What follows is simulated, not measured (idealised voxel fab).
This section sets out a process module, namely voxel spacer lines.
FYI the section here is cut, 165 nm wide, cells are 5 nm squares.
A cross-section in this document is a grid of square cells, and it is written down as bands, the top band listed before the ones below it; a band is made up of one or more rows of cells. The band entry comprises the height of the band's top followed by the height of its bottom, expressed in nm, and subsequently the band's materials from left to right, each stated together with its width in nm. Where a single material is marked with the word "edge to edge", that material fills the band from edge to edge. The word "air" represents empty space. Where do heights start? At 0: under that level the wafer as delivered is made of one material only. And the lowest band has no floor; it just carries on downward, as in "0 down". Graded width ("30 to 40"): value in top row of band = first number; value in bottom row = second number; row-to-row change constant. Where the words "stayed the same" appear for a step, the cross-section shows no cell changed by that step; every cell remained as before. This entry, "Completely enclosed voids", enumerates those empty regions of no fewer than 8 cells that possess no open connection to the top. Each region is reported in the form width x height at distance, the distance being taken from the left edge, with all three quantities expressed in nm. Heads up: the bit after the settings on a step's line is the simulator's remark on that step. The "overlay nm" setting may appear on a step's line; for a step that uses a mask, it gives how far to the right of its planned position the mask lay, and a negative value indicates the left.
Process steps (planned)
1: RECEIVE with material Si
2: CONFORMAL_DEP with material SiO2, thk nm 5
3: DIRECTIONAL_DEP with material W, thk nm 20
4: DIRECTIONAL_DEP with material polySi, thk nm 30
5: PATTERN with tone cover, mask id MANDREL, material resist, width nm 15, pitch nm 60, thk nm 40, overlay nm 0
6: DIRECTIONAL_ETCH with etch materials polySi, depth nm 30
7: STRIP with etch materials resist
8: CONFORMAL_DEP with material SiN, thk nm 10
9: DIRECTIONAL_ETCH with etch materials SiN, depth nm 10
10: STRIP with etch materials polySi
11: DIRECTIONAL_ETCH with etch materials W, depth nm 20
12: STRIP with etch materials SiN
Same starting wafers, different width nm at step 5. Plan value belongs to the first wafer.
Step 1 complete: as-received cross-section of the first of several wafers
  0 down | Si edge to edge
  Completely enclosed voids: none
Depicted here is the first of several wafers in cross-section, at module completion following the last step, step 12
  25 to 5 | 35 air | 10 W | 15 air | 10 W | 25 air | 10 W | 15 air | 10 W | 35 air
  5 to 0 | SiO2 edge to edge
  0 down | Si edge to edge
  Completely enclosed voids: none
At the end of the module, the last of several wafers in cross-section
  25 to 5 | 25 air | 10 W | 35 air | 10 W | 5 air | 10 W | 35 air | 10 W | 25 air
  5 to 0 | SiO2 edge to edge
  0 down | Si edge to edge
  Completely enclosed voids: none
Rows = wafers. At module end, each row lists per material the cells gained (+) or lost (-) since the wafer was received, then the closed voids
width nm 15 | +33 SiO2 | +32 W | Completely enclosed voids: none
width nm 20 | +33 SiO2 | +32 W | Completely enclosed voids: none
width nm 25 | +33 SiO2 | +32 W | Completely enclosed voids: none
width nm 30 | +33 SiO2 | +32 W | Completely enclosed voids: none
width nm 35 | +33 SiO2 | +32 W | Completely enclosed voids: none
